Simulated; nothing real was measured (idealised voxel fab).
This section sets out a process module, namely voxel tone inversion.
FYI the section here is cut, 295 nm wide, cells are 5 nm squares.
Cross-section format: a grid of square cells, given as bands from top to bottom; each band is one or more rows of cells. Band: top height; bottom height; in nm. Then, left to right: material with width in nm, for each material. "everywhere": a single material spanning edge to edge. "empty": empty space. Convention: height 0 is the level below which the wafer, as received, is all one material. The lowest band does not terminate at the bottom but continues downward, represented as "0 down". Top row gets the first number, bottom row gets the second, and each row in between changes by the same step: that is how a band width like "30->40" works. The cross-section has no changed cell in any step marked "remained unchanged". "Listed closed voids" - sealed voids, min. 8 cells, no opening to top; format: width x height at distance (distance from left edge; nm throughout). Note: text after step settings on the step line = simulator remark on that step. Each step line may optionally specify "overlay nm", which for a step with a mask gives the rightward distance between the mask's planned place and where it lay, a negative value indicating the leftward direction.
Here's what the planned process steps look like:
- 1: RECEIVE: material Si
- 2: CONFORMAL_DEP: material SiN, thk nm 5
- 3: DIRECTIONAL_DEP: material aC, thk nm 20
- 4: PATTERN: tone cover, mask id POSTS, material resist, width nm 15, pitch nm 30, thk nm 25, overlay nm 0
- 5: DIRECTIONAL_ETCH: etch materials aC, depth nm 20
- 6: STRIP: etch materials resist
- 7: FILL_DEP: material SiO2, thk nm 5
- 8: CMP: height nm 25
- 9: STRIP: etch materials aC
As-received wafer cross-section (after step 1):
> 0 down: Si everywhere
> Listed closed voids: none
What the wafer looks like in cross-section after this module, when it starts as shown above and follows the plan above but one mistake is made in running it:
> 25 to 5: empty: 110, SiO2: 15, empty: 15, SiO2: 15, empty: 15, SiO2: 15, empty: 110
> 5 to 0: SiN everywhere
> 0 down: Si everywhere
> Listed closed voids: none
Error vs. plan: step 4 was run on a setting that differed from the plan, and what really ran there is PATTERN: tone open, mask id POSTS, material resist, width nm 15, pitch nm 30, thk nm 25, overlay nm 0
